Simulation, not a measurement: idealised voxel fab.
Process module, titled voxel quadruple lines
Each square cell in cross-section cut measures 5 nm, and the section as a whole is 160 nm wide.
Heads up, the way a cross-section reads in here is a grid of square cells, handed over as bands from the top down, with every band being one or more rows of cells.
What a band's entry tells you: where the top is and where the bottom is, as heights in nm, and after that what lies inside, material by material from left to right, each with its width in nm. Empty space is written as the word "air", and a single material marked with the word "throughout" occupies the band from edge to edge.
Height datum 0, below which the as-received substrate wafer is one material. Lowest band open at the bottom, running downward: "0 and below".
The two numbers in a width such as "30->40" mark its ends across the band: the first belongs to the top row of cells, the second to the bottom row, and from each row to the next the width moves by the same amount.
"remained the same" for a step: no cell of the cross-section changed in that step.
Sealed internal cavities: empty space of 8 cells or more with no open way to the top, each as width x height at its distance from the left edge, in nm
Step line, after settings: the simulator's comment on this step.
A step's line can hold "overlay nm"; with a mask on that step, the setting says how far right of the planned place the mask lay, while a negative setting says it lay to the left.
-- Planned step list for the process
1. RECEIVE,material Si
2. CONFORMAL_DEP,material Al2O3,thk nm 10
3. DIRECTIONAL_DEP,material Ru,thk nm 10
4. DIRECTIONAL_DEP,material polySi,thk nm 20
5. DIRECTIONAL_DEP,material aC,thk nm 25
6. PATTERN,tone cover,mask id MANDREL,material resist,width nm 30,thk nm 30,overlay nm 0
7. DIRECTIONAL_ETCH,etch materials aC,depth nm 25
8. STRIP,etch materials resist
9. CONFORMAL_DEP,material SiO2,thk nm 10
10. DIRECTIONAL_ETCH,etch materials SiO2,depth nm 10
11. STRIP,etch materials aC
12. DIRECTIONAL_ETCH,etch materials polySi,depth nm 20
13. STRIP,etch materials SiO2
14. CONFORMAL_DEP,material SiCN,thk nm 10
15. DIRECTIONAL_ETCH,etch materials SiCN,depth nm 10
16. STRIP,etch materials polySi
17. DIRECTIONAL_ETCH,etch materials Ru,depth nm 5
18. STRIP,etch materials SiCN
19. FILL_DEP,material lowk,thk nm 5
20. CMP,height nm 20
All wafers enter the flow in the same state. The depth nm at step 17 differs from wafer to wafer, and the plan gives the value for the first wafer.
-- The first of several wafers as received, shown in cross-section; this is its state after step 1
* 0 and below | Si throughout
* Sealed internal cavities: none
-- At the end of the module, after its last step, step 20, the first of several wafers appears in cross-section as follows
* 20 down to 15 | lowk 45 nm  Ru 10 nm  lowk 10 nm  Ru 10 nm  lowk 10 nm  Ru 10 nm  lowk 10 nm  Ru 10 nm  lowk 45 nm
* 15 down to 10 | Ru throughout
* 10 down to 0 | Al2O3 throughout
* 0 and below | Si throughout
* Sealed internal cavities: none
-- Cross-section of the final wafer among several, taken at the end of the module
* 20 down to 10 | lowk 45 nm  Ru 10 nm  lowk 10 nm  Ru 10 nm  lowk 10 nm  Ru 10 nm  lowk 10 nm  Ru 10 nm  lowk 45 nm
* 10 down to 0 | Al2O3 throughout
* 0 and below | Si throughout
* Sealed internal cavities: none
-- Take any row and you have a wafer at the end of the module: how many cells of each material it has gained (+) or lost (-) since it was received, and then its closed voids
depth nm 5; +64 Al2O3; +40 Ru; +24 lowk; Sealed internal cavities: none
depth nm 10; +64 Al2O3; +16 Ru; +48 lowk; Sealed internal cavities: none
depth nm 15; +64 Al2O3; +16 Ru; +48 lowk; Sealed internal cavities: none
depth nm 20; +64 Al2O3; +16 Ru; +48 lowk; Sealed internal cavities: none
depth nm 25; +64 Al2O3; +16 Ru; +48 lowk; Sealed internal cavities: none
